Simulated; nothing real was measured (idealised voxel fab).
This section sets out a process module, namely voxel wiring stack.
We display cut, a cross-section 275 nm in width whose square cells are each 5 nm.
Think of the cross-section as a grid of square cells. We describe it in bands, top to bottom, and each band covers one or more rows of those cells.
Top height, bottom height, nm. Materials left to right, width each, nm. Single material + "edge to edge" = fills band edge to edge. "air" = empty.
It should be noted that heights are counted from 0, beneath which the wafer as supplied is of one material throughout, and that the lowest band possesses no lower boundary but continues downward, as written in "z 0 and below".
Graded width ("30 to 40"): value in top row of band = first number; value in bottom row = second number; row-to-row change constant.
No cell of the cross-section changed in a step that is given as "identical to before".
Basically, "Completely sealed voids" tells you about the enclosed voids: empty spaces with no open way to the top, 8 cells or bigger, each written width x height at distance, where distance is from the left edge, all in nm.
Where a step's line continues beyond its settings, the continuation is a remark by the simulator itself on that step.
A step line may carry the setting "overlay nm", which, for steps involving a mask, states the distance by which the mask lay to the right of its intended position; negative values denote displacement to the left.
# Here's what the planned process steps look like
| 1 | RECEIVE,material Si |
| 2 | CONFORMAL_DEP,material SiO2,thk nm 15 |
| 3 | DIRECTIONAL_DEP,material TiN,thk nm 5 |
| 4 | DIRECTIONAL_DEP,material Ru,thk nm 25 |
| 5 | DIRECTIONAL_DEP,material aC,thk nm 15 |
| 6 | PATTERN,tone cover,mask id METAL_1,material resist,width nm 20,pitch nm 40,thk nm 30,overlay nm 0 |
| 7 | DIRECTIONAL_ETCH,etch materials aC,depth nm 15 |
| 8 | STRIP,etch materials resist |
| 9 | DIRECTIONAL_ETCH,etch materials Ru,depth nm 25 |
| 10 | DIRECTIONAL_ETCH,etch materials TiN,depth nm 5 |
| 11 | STRIP,etch materials aC |
| 12 | FILL_DEP,material SiO2,thk nm 5 |
| 13 | CMP,height nm 45 |
| 14 | CONFORMAL_DEP,material SiCN,thk nm 5 |
| 15 | DIRECTIONAL_DEP,material lowk,thk nm 30 |
| 16 | PATTERN,tone open,mask id METAL_2_HOLES,material resist,width nm 15,pitch nm 80,thk nm 15,overlay nm 0 |
| 17 | DIRECTIONAL_ETCH,etch materials lowk,depth nm 30 |
| 18 | STRIP,etch materials resist |
| 19 | PATTERN,tone open,mask id METAL_2,material resist,width nm 20,pitch nm 40,thk nm 15,overlay nm 0 |
| 20 | DIRECTIONAL_ETCH,etch materials lowk,depth nm 20 |
| 21 | DIRECTIONAL_ETCH,etch materials SiCN,depth nm 5 |
| 22 | STRIP,etch materials resist |
| 23 | CONFORMAL_DEP,material TiN,thk nm 5 |
| 24 | FILL_DEP,material Ru,thk nm 5 |
| 25 | CMP,height nm 80 |
| 26 | CONFORMAL_DEP,material SiCN,thk nm 5 |
| 27 | DIRECTIONAL_DEP,material SiO2,thk nm 35 |
| 28 | DIRECTIONAL_DEP,material aC,thk nm 10 |
| 29 | PATTERN,tone open,mask id METAL_3,material resist,width nm 20,pitch nm 40,thk nm 30,overlay nm 0 |
| 30 | DIRECTIONAL_ETCH,etch materials aC,depth nm 10 |
| 31 | STRIP,etch materials resist |
| 32 | DIRECTIONAL_ETCH,etch materials SiO2,depth nm 20 |
| 33 | STRIP,etch materials aC |
| 34 | MASKED_ETCH,tone open,mask id METAL_3_HOLES,width nm 15,pitch nm 80,etch materials SiO2,depth nm 15,overlay nm 0 |
| 35 | MASKED_ETCH,tone open,mask id METAL_3_HOLES,width nm 15,pitch nm 80,etch materials SiCN,depth nm 5,overlay nm 0 |
| 36 | CONFORMAL_DEP,material TiN,thk nm 5 |
| 37 | FILL_DEP,material Cu,thk nm 10 |
| 38 | CMP,height nm 120 |
| 39 | CONFORMAL_DEP,material SiN,thk nm 5 |
# Run as planned: first of two wafers
# Cross-section of the wafer at receipt, which is the condition after step 1
* z 0 and below | Si edge to edge
* Completely sealed voids: none
# Take a look at the wafer's cross-section after step 2
* z 15 to 0 | SiO2 edge to edge
* Under 0: no change, same as before.
# Take a look at the wafer's cross-section after step 3
* z 20 to 15 | TiN edge to edge
* Under 15: no change, same as before.
# Take a look at the wafer's cross-section after step 4
* z 45 to 20 | Ru edge to edge
* Under 20: no change, same as before.
# Take a look at the wafer's cross-section after step 5
* z 60 to 45 | aC edge to edge
* Under 45: no change, same as before.
# Take a look at the wafer's cross-section after step 6
* z 90 to 60 | air (65); resist (20); air (20); resist (20); air (20); resist (20); air (20); resist (20); air (70)
* Under 60: no change, same as before.
# Take a look at the wafer's cross-section after step 7
* z 75 to 60 | air (65); resist (20); air (20); resist (20); air (20); resist (20); air (20); resist (20); air (70)
* z 60 to 45 | air (65); aC (20); air (20); aC (20); air (20); aC (20); air (20); aC (20); air (70)
* Under 45: no change, same as before.
# Take a look at the wafer's cross-section after step 8
* z 60 to 45 | air (65); aC (20); air (20); aC (20); air (20); aC (20); air (20); aC (20); air (70)
* Under 45: no change, same as before.
# Take a look at the wafer's cross-section after step 9
* z 60 to 45 | air (65); aC (20); air (20); aC (20); air (20); aC (20); air (20); aC (20); air (70)
* z 45 to 20 | air (65); Ru (20); air (20); Ru (20); air (20); Ru (20); air (20); Ru (20); air (70)
* Under 20: no change, same as before.
# Take a look at the wafer's cross-section after step 10
* z 60 to 45 | air (65); aC (20); air (20); aC (20); air (20); aC (20); air (20); aC (20); air (70)
* z 45 to 20 | air (65); Ru (20); air (20); Ru (20); air (20); Ru (20); air (20); Ru (20); air (70)
* z 20 to 15 | air (65); TiN (20); air (20); TiN (20); air (20); TiN (20); air (20); TiN (20); air (70)
* Under 15: no change, same as before.
# Take a look at the wafer's cross-section after step 11
* z 45 to 20 | air (65); Ru (20); air (20); Ru (20); air (20); Ru (20); air (20); Ru (20); air (70)
* Under 20: no change, same as before.
# Take a look at the wafer's cross-section after step 12
* z 50 to 45 | SiO2 edge to edge
* z 45 to 20 | SiO2 (65); Ru (20); SiO2 (20); Ru (20); SiO2 (20); Ru (20); SiO2 (20); Ru (20); SiO2 (70)
* z 20 to 15 | SiO2 (65); TiN (20); SiO2 (20); TiN (20); SiO2 (20); TiN (20); SiO2 (20); TiN (20); SiO2 (70)
* Under 15: no change, same as before.
# Take a look at the wafer's cross-section after step 13
* z 45 to 20 | SiO2 (65); Ru (20); SiO2 (20); Ru (20); SiO2 (20); Ru (20); SiO2 (20); Ru (20); SiO2 (70)
* Under 20: no change, same as before.
# Take a look at the wafer's cross-section after step 14
* z 50 to 45 | SiCN edge to edge
* Under 45: no change, same as before.
# Take a look at the wafer's cross-section after step 15
* z 80 to 50 | lowk edge to edge
* Under 50: no change, same as before.
# Take a look at the wafer's cross-section after step 16
* z 95 to 80 | resist (65); air (15); resist (65); air (15); resist (115)
* Under 80: no change, same as before.
# Take a look at the wafer's cross-section after step 17
* z 95 to 80 | resist (65); air (15); resist (65); air (15); resist (115)
* z 80 to 50 | lowk (65); air (15); lowk (65); air (15); lowk (115)
* Under 50: no change, same as before.
# Take a look at the wafer's cross-section after step 18
* z 80 to 50 | lowk (65); air (15); lowk (65); air (15); lowk (115)
* Under 50: no change, same as before.
# Take a look at the wafer's cross-section after step 19
* z 95 to 80 | resist (65); air (20); resist (20); air (20); resist (20); air (20); resist (20); air (20); resist (70)
* Under 80: no change, same as before.
# Take a look at the wafer's cross-section after step 20
* z 95 to 80 | resist (65); air (20); resist (20); air (20); resist (20); air (20); resist (20); air (20); resist (70)
* z 80 to 60 | lowk (65); air (20); lowk (20); air (20); lowk (20); air (20); lowk (20); air (20); lowk (70)
* Under 60: no change, same as before.
# Take a look at the wafer's cross-section after step 21
* z 95 to 80 | resist (65); air (20); resist (20); air (20); resist (20); air (20); resist (20); air (20); resist (70)
* z 80 to 60 | lowk (65); air (20); lowk (20); air (20); lowk (20); air (20); lowk (20); air (20); lowk (70)
* z 60 to 50 | lowk (65); air (15); lowk (65); air (15); lowk (115)
* z 50 to 45 | SiCN (65); air (15); SiCN (65); air (15); SiCN (115)
* Under 45: no change, same as before.
# Take a look at the wafer's cross-section after step 22
* z 80 to 60 | lowk (65); air (20); lowk (20); air (20); lowk (20); air (20); lowk (20); air (20); lowk (70)
* Under 60: no change, same as before.
# Take a look at the wafer's cross-section after step 23
* z 85 to 80 | TiN (70); air (10); TiN (30); air (10); TiN (30); air (10); TiN (30); air (10); TiN (75)
* z 80 to 65 | lowk (65); TiN (5); air (10); TiN (5); lowk (20); TiN (5); air (10); TiN (5); lowk (20); TiN (5); air (10); TiN (5); lowk (20); TiN (5); air (10); TiN (5); lowk (70)
* z 65 to 60 | lowk (65); TiN (5); air (5); TiN (10); lowk (20); TiN (20); lowk (20); TiN (5); air (5); TiN (10); lowk (20); TiN (20); lowk (70)
* z 60 to 50 | lowk (65); TiN (5); air (5); TiN (5); lowk (65); TiN (5); air (5); TiN (5); lowk (115)
* z 50 to 45 | SiCN (65); TiN (15); SiCN (65); TiN (15); SiCN (115)
* Under 45: no change, same as before.
# Take a look at the wafer's cross-section after step 24
* z 90 to 85 | Ru edge to edge
* z 85 to 80 | TiN (70); Ru (10); TiN (30); Ru (10); TiN (30); Ru (10); TiN (30); Ru (10); TiN (75)
* z 80 to 65 | lowk (65); TiN (5); Ru (10); TiN (5); lowk (20); TiN (5); Ru (10); TiN (5); lowk (20); TiN (5); Ru (10); TiN (5); lowk (20); TiN (5); Ru (10); TiN (5); lowk (70)
* z 65 to 60 | lowk (65); TiN (5); Ru (5); TiN (10); lowk (20); TiN (20); lowk (20); TiN (5); Ru (5); TiN (10); lowk (20); TiN (20); lowk (70)
* z 60 to 50 | lowk (65); TiN (5); Ru (5); TiN (5); lowk (65); TiN (5); Ru (5); TiN (5); lowk (115)
* Under 50: no change, same as before.
# Take a look at the wafer's cross-section after step 25
* z 80 to 65 | lowk (65); TiN (5); Ru (10); TiN (5); lowk (20); TiN (5); Ru (10); TiN (5); lowk (20); TiN (5); Ru (10); TiN (5); lowk (20); TiN (5); Ru (10); TiN (5); lowk (70)
* Under 65: no change, same as before.
# Take a look at the wafer's cross-section after step 26
* z 85 to 80 | SiCN edge to edge
* Under 80: no change, same as before.
# Take a look at the wafer's cross-section after step 27
* z 120 to 85 | SiO2 edge to edge
* Under 85: no change, same as before.
# Take a look at the wafer's cross-section after step 28
* z 130 to 120 | aC edge to edge
* Under 120: no change, same as before.
# Take a look at the wafer's cross-section after step 29
* z 160 to 130 | resist (65); air (20); resist (20); air (20); resist (20); air (20); resist (20); air (20); resist (70)
* Under 130: no change, same as before.
# Take a look at the wafer's cross-section after step 30
* z 150 to 130 | resist (65); air (20); resist (20); air (20); resist (20); air (20); resist (20); air (20); resist (70)
* z 130 to 120 | aC (65); air (20); aC (20); air (20); aC (20); air (20); aC (20); air (20); aC (70)
* Under 120: no change, same as before.
# Take a look at the wafer's cross-section after step 31
* z 130 to 120 | aC (65); air (20); aC (20); air (20); aC (20); air (20); aC (20); air (20); aC (70)
* Under 120: no change, same as before.
# Take a look at the wafer's cross-section after step 32
* z 130 to 120 | aC (65); air (20); aC (20); air (20); aC (20); air (20); aC (20); air (20); aC (70)
* z 120 to 100 | SiO2 (65); air (20); SiO2 (20); air (20); SiO2 (20); air (20); SiO2 (20); air (20); SiO2 (70)
* Under 100: no change, same as before.
# Take a look at the wafer's cross-section after step 33
* z 120 to 100 | SiO2 (65); air (20); SiO2 (20); air (20); SiO2 (20); air (20); SiO2 (20); air (20); SiO2 (70)
* Under 100: no change, same as before.
# Take a look at the wafer's cross-section after step 34
* z 120 to 100 | SiO2 (65); air (20); SiO2 (20); air (20); SiO2 (20); air (20); SiO2 (20); air (20); SiO2 (70)
* z 100 to 85 | SiO2 (65); air (15); SiO2 (65); air (15); SiO2 (115)
* Under 85: no change, same as before.
# Take a look at the wafer's cross-section after step 35
* z 120 to 100 | SiO2 (65); air (20); SiO2 (20); air (20); SiO2 (20); air (20); SiO2 (20); air (20); SiO2 (70)
* z 100 to 85 | SiO2 (65); air (15); SiO2 (65); air (15); SiO2 (115)
* z 85 to 80 | SiCN (65); air (15); SiCN (65); air (15); SiCN (115)
* Under 80: no change, same as before.
# Take a look at the wafer's cross-section after step 36
* z 125 to 120 | TiN (70); air (10); TiN (30); air (10); TiN (30); air (10); TiN (30); air (10); TiN (75)
* z 120 to 105 | SiO2 (65); TiN (5); air (10); TiN (5); SiO2 (20); TiN (5); air (10); TiN (5); SiO2 (20); TiN (5); air (10); TiN (5); SiO2 (20); TiN (5); air (10); TiN (5); SiO2 (70)
* z 105 to 100 | SiO2 (65); TiN (5); air (5); TiN (10); SiO2 (20); TiN (20); SiO2 (20); TiN (5); air (5); TiN (10); SiO2 (20); TiN (20); SiO2 (70)
* z 100 to 85 | SiO2 (65); TiN (5); air (5); TiN (5); SiO2 (65); TiN (5); air (5); TiN (5); SiO2 (115)
* z 85 to 80 | SiCN (65); TiN (15); SiCN (65); TiN (15); SiCN (115)
* Under 80: no change, same as before.
# Take a look at the wafer's cross-section after step 37
* z 135 to 125 | Cu edge to edge
* z 125 to 120 | TiN (70); Cu (10); TiN (30); Cu (10); TiN (30); Cu (10); TiN (30); Cu (10); TiN (75)
* z 120 to 105 | SiO2 (65); TiN (5); Cu (10); TiN (5); SiO2 (20); TiN (5); Cu (10); TiN (5); SiO2 (20); TiN (5); Cu (10); TiN (5); SiO2 (20); TiN (5); Cu (10); TiN (5); SiO2 (70)
* z 105 to 100 | SiO2 (65); TiN (5); Cu (5); TiN (10); SiO2 (20); TiN (20); SiO2 (20); TiN (5); Cu (5); TiN (10); SiO2 (20); TiN (20); SiO2 (70)
* z 100 to 85 | SiO2 (65); TiN (5); Cu (5); TiN (5); SiO2 (65); TiN (5); Cu (5); TiN (5); SiO2 (115)
* Under 85: no change, same as before.
# Take a look at the wafer's cross-section after step 38
* z 120 to 105 | SiO2 (65); TiN (5); Cu (10); TiN (5); SiO2 (20); TiN (5); Cu (10); TiN (5); SiO2 (20); TiN (5); Cu (10); TiN (5); SiO2 (20); TiN (5); Cu (10); TiN (5); SiO2 (70)
* Under 105: no change, same as before.
# Take a look at the wafer's cross-section after step 39
* z 125 to 120 | SiN edge to edge
* Under 120: no change, same as before.
# It is to be noted that the second wafer proceeded from the same initial state and according to the same plan as the first, although one mistake was committed in its execution; through step 5, inclusive, the two wafers share an identical history
# Second wafer at the planned finish of step 6, seen in cross-section
* z 90 to 60 | air (75); resist (20); air (20); resist (20); air (20); resist (20); air (20); resist (20); air (60)
* Under 60: no change, same as before.
# Second wafer at the planned finish of step 7, seen in cross-section
* z 75 to 60 | air (75); resist (20); air (20); resist (20); air (20); resist (20); air (20); resist (20); air (60)
* z 60 to 45 | air (75); aC (20); air (20); aC (20); air (20); aC (20); air (20); aC (20); air (60)
* Under 45: no change, same as before.
# Second wafer at the planned finish of step 8, seen in cross-section
* z 60 to 45 | air (75); aC (20); air (20); aC (20); air (20); aC (20); air (20); aC (20); air (60)
* Under 45: no change, same as before.
# Second wafer at the planned finish of step 9, seen in cross-section
* z 60 to 45 | air (75); aC (20); air (20); aC (20); air (20); aC (20); air (20); aC (20); air (60)
* z 45 to 20 | air (75); Ru (20); air (20); Ru (20); air (20); Ru (20); air (20); Ru (20); air (60)
* Under 20: no change, same as before.
# Second wafer at the planned finish of step 10, seen in cross-section
* z 60 to 45 | air (75); aC (20); air (20); aC (20); air (20); aC (20); air (20); aC (20); air (60)
* z 45 to 20 | air (75); Ru (20); air (20); Ru (20); air (20); Ru (20); air (20); Ru (20); air (60)
* z 20 to 15 | air (75); TiN (20); air (20); TiN (20); air (20); TiN (20); air (20); TiN (20); air (60)
* Under 15: no change, same as before.
# Second wafer at the planned finish of step 11, seen in cross-section
* z 45 to 20 | air (75); Ru (20); air (20); Ru (20); air (20); Ru (20); air (20); Ru (20); air (60)
* Under 20: no change, same as before.
# Second wafer at the planned finish of step 12, seen in cross-section
* z 50 to 45 | SiO2 edge to edge
* z 45 to 20 | SiO2 (75); Ru (20); SiO2 (20); Ru (20); SiO2 (20); Ru (20); SiO2 (20); Ru (20); SiO2 (60)
* z 20 to 15 | SiO2 (75); TiN (20); SiO2 (20); TiN (20); SiO2 (20); TiN (20); SiO2 (20); TiN (20); SiO2 (60)
* Under 15: no change, same as before.
# Second wafer at the planned finish of step 13, seen in cross-section
* z 45 to 20 | SiO2 (75); Ru (20); SiO2 (20); Ru (20); SiO2 (20); Ru (20); SiO2 (20); Ru (20); SiO2 (60)
* Under 20: no change, same as before.
# Second wafer at the planned finish of step 14, seen in cross-section
* z 50 to 45 | SiCN edge to edge
* Under 45: no change, same as before.
# Second wafer at the planned finish of step 15, seen in cross-section
* z 80 to 50 | lowk edge to edge
* Under 50: no change, same as before.
# Second wafer at the planned finish of step 16, seen in cross-section
* z 95 to 80 | resist (65); air (15); resist (65); air (15); resist (115)
* Under 80: no change, same as before.
# Second wafer at the planned finish of step 17, seen in cross-section
* z 95 to 80 | resist (65); air (15); resist (65); air (15); resist (115)
* z 80 to 50 | lowk (65); air (15); lowk (65); air (15); lowk (115)
* Under 50: no change, same as before.
# Second wafer at the planned finish of step 18, seen in cross-section
* z 80 to 50 | lowk (65); air (15); lowk (65); air (15); lowk (115)
* Under 50: no change, same as before.
# Second wafer at the planned finish of step 19, seen in cross-section
* z 95 to 80 | resist (65); air (20); resist (20); air (20); resist (20); air (20); resist (20); air (20); resist (70)
* Under 80: no change, same as before.
# Second wafer at the planned finish of step 20, seen in cross-section
* z 95 to 80 | resist (65); air (20); resist (20); air (20); resist (20); air (20); resist (20); air (20); resist (70)
* z 80 to 60 | lowk (65); air (20); lowk (20); air (20); lowk (20); air (20); lowk (20); air (20); lowk (70)
* Under 60: no change, same as before.
# Second wafer at the planned finish of step 21, seen in cross-section
* z 95 to 80 | resist (65); air (20); resist (20); air (20); resist (20); air (20); resist (20); air (20); resist (70)
* z 80 to 60 | lowk (65); air (20); lowk (20); air (20); lowk (20); air (20); lowk (20); air (20); lowk (70)
* z 60 to 50 | lowk (65); air (15); lowk (65); air (15); lowk (115)
* z 50 to 45 | SiCN (65); air (15); SiCN (65); air (15); SiCN (115)
* Under 45: no change, same as before.
# Second wafer at the planned finish of step 22, seen in cross-section
* z 80 to 60 | lowk (65); air (20); lowk (20); air (20); lowk (20); air (20); lowk (20); air (20); lowk (70)
* Under 60: no change, same as before.
# Second wafer at the planned finish of step 23, seen in cross-section
* z 85 to 80 | TiN (70); air (10); TiN (30); air (10); TiN (30); air (10); TiN (30); air (10); TiN (75)
* z 80 to 65 | lowk (65); TiN (5); air (10); TiN (5); lowk (20); TiN (5); air (10); TiN (5); lowk (20); TiN (5); air (10); TiN (5); lowk (20); TiN (5); air (10); TiN (5); lowk (70)
* z 65 to 60 | lowk (65); TiN (5); air (5); TiN (10); lowk (20); TiN (20); lowk (20); TiN (5); air (5); TiN (10); lowk (20); TiN (20); lowk (70)
* z 60 to 50 | lowk (65); TiN (5); air (5); TiN (5); lowk (65); TiN (5); air (5); TiN (5); lowk (115)
* z 50 to 45 | SiCN (65); TiN (15); SiCN (65); TiN (15); SiCN (115)
* Under 45: no change, same as before.
# Second wafer at the planned finish of step 24, seen in cross-section
* z 90 to 85 | Ru edge to edge
* z 85 to 80 | TiN (70); Ru (10); TiN (30); Ru (10); TiN (30); Ru (10); TiN (30); Ru (10); TiN (75)
* z 80 to 65 | lowk (65); TiN (5); Ru (10); TiN (5); lowk (20); TiN (5); Ru (10); TiN (5); lowk (20); TiN (5); Ru (10); TiN (5); lowk (20); TiN (5); Ru (10); TiN (5); lowk (70)
* z 65 to 60 | lowk (65); TiN (5); Ru (5); TiN (10); lowk (20); TiN (20); lowk (20); TiN (5); Ru (5); TiN (10); lowk (20); TiN (20); lowk (70)
* z 60 to 50 | lowk (65); TiN (5); Ru (5); TiN (5); lowk (65); TiN (5); Ru (5); TiN (5); lowk (115)
* Under 50: no change, same as before.
# Second wafer at the planned finish of step 25, seen in cross-section
* z 80 to 65 | lowk (65); TiN (5); Ru (10); TiN (5); lowk (20); TiN (5); Ru (10); TiN (5); lowk (20); TiN (5); Ru (10); TiN (5); lowk (20); TiN (5); Ru (10); TiN (5); lowk (70)
* Under 65: no change, same as before.
# Second wafer at the planned finish of step 26, seen in cross-section
* z 85 to 80 | SiCN edge to edge
* Under 80: no change, same as before.
# Second wafer at the planned finish of step 27, seen in cross-section
* z 120 to 85 | SiO2 edge to edge
* Under 85: no change, same as before.
# Second wafer at the planned finish of step 28, seen in cross-section
* z 130 to 120 | aC edge to edge
* Under 120: no change, same as before.
# Second wafer at the planned finish of step 29, seen in cross-section
* z 160 to 130 | resist (65); air (20); resist (20); air (20); resist (20); air (20); resist (20); air (20); resist (70)
* Under 130: no change, same as before.
# Second wafer at the planned finish of step 30, seen in cross-section
* z 150 to 130 | resist (65); air (20); resist (20); air (20); resist (20); air (20); resist (20); air (20); resist (70)
* z 130 to 120 | aC (65); air (20); aC (20); air (20); aC (20); air (20); aC (20); air (20); aC (70)
* Under 120: no change, same as before.
# Second wafer at the planned finish of step 31, seen in cross-section
* z 130 to 120 | aC (65); air (20); aC (20); air (20); aC (20); air (20); aC (20); air (20); aC (70)
* Under 120: no change, same as before.
# Second wafer at the planned finish of step 32, seen in cross-section
* z 130 to 120 | aC (65); air (20); aC (20); air (20); aC (20); air (20); aC (20); air (20); aC (70)
* z 120 to 100 | SiO2 (65); air (20); SiO2 (20); air (20); SiO2 (20); air (20); SiO2 (20); air (20); SiO2 (70)
* Under 100: no change, same as before.
# Second wafer at the planned finish of step 33, seen in cross-section
* z 120 to 100 | SiO2 (65); air (20); SiO2 (20); air (20); SiO2 (20); air (20); SiO2 (20); air (20); SiO2 (70)
* Under 100: no change, same as before.
# Second wafer at the planned finish of step 34, seen in cross-section
* z 120 to 100 | SiO2 (65); air (20); SiO2 (20); air (20); SiO2 (20); air (20); SiO2 (20); air (20); SiO2 (70)
* z 100 to 85 | SiO2 (65); air (15); SiO2 (65); air (15); SiO2 (115)
* Under 85: no change, same as before.
# Second wafer at the planned finish of step 35, seen in cross-section
* z 120 to 100 | SiO2 (65); air (20); SiO2 (20); air (20); SiO2 (20); air (20); SiO2 (20); air (20); SiO2 (70)
* z 100 to 85 | SiO2 (65); air (15); SiO2 (65); air (15); SiO2 (115)
* z 85 to 80 | SiCN (65); air (15); SiCN (65); air (15); SiCN (115)
* Under 80: no change, same as before.
# Second wafer at the planned finish of step 36, seen in cross-section
* z 125 to 120 | TiN (70); air (10); TiN (30); air (10); TiN (30); air (10); TiN (30); air (10); TiN (75)
* z 120 to 105 | SiO2 (65); TiN (5); air (10); TiN (5); SiO2 (20); TiN (5); air (10); TiN (5); SiO2 (20); TiN (5); air (10); TiN (5); SiO2 (20); TiN (5); air (10); TiN (5); SiO2 (70)
* z 105 to 100 | SiO2 (65); TiN (5); air (5); TiN (10); SiO2 (20); TiN (20); SiO2 (20); TiN (5); air (5); TiN (10); SiO2 (20); TiN (20); SiO2 (70)
* z 100 to 85 | SiO2 (65); TiN (5); air (5); TiN (5); SiO2 (65); TiN (5); air (5); TiN (5); SiO2 (115)
* z 85 to 80 | SiCN (65); TiN (15); SiCN (65); TiN (15); SiCN (115)
* Under 80: no change, same as before.
# Second wafer at the planned finish of step 37, seen in cross-section
* z 135 to 125 | Cu edge to edge
* z 125 to 120 | TiN (70); Cu (10); TiN (30); Cu (10); TiN (30); Cu (10); TiN (30); Cu (10); TiN (75)
* z 120 to 105 | SiO2 (65); TiN (5); Cu (10); TiN (5); SiO2 (20); TiN (5); Cu (10); TiN (5); SiO2 (20); TiN (5); Cu (10); TiN (5); SiO2 (20); TiN (5); Cu (10); TiN (5); SiO2 (70)
* z 105 to 100 | SiO2 (65); TiN (5); Cu (5); TiN (10); SiO2 (20); TiN (20); SiO2 (20); TiN (5); Cu (5); TiN (10); SiO2 (20); TiN (20); SiO2 (70)
* z 100 to 85 | SiO2 (65); TiN (5); Cu (5); TiN (5); SiO2 (65); TiN (5); Cu (5); TiN (5); SiO2 (115)
* Under 85: no change, same as before.
# Second wafer at the planned finish of step 38, seen in cross-section
* z 120 to 105 | SiO2 (65); TiN (5); Cu (10); TiN (5); SiO2 (20); TiN (5); Cu (10); TiN (5); SiO2 (20); TiN (5); Cu (10); TiN (5); SiO2 (20); TiN (5); Cu (10); TiN (5); SiO2 (70)
* Under 105: no change, same as before.
# Second wafer at the planned finish of step 39, seen in cross-section
* z 125 to 120 | SiN edge to edge
* Under 120: no change, same as before.
Run error: step 6 went in with a setting other than planned; the actual run was PATTERN,tone cover,mask id METAL_1,material resist,width nm 20,pitch nm 40,thk nm 30,overlay nm 10
By the end, you'd get the same cell count for each material on either wafer, but the second wafer puts them somewhere else.
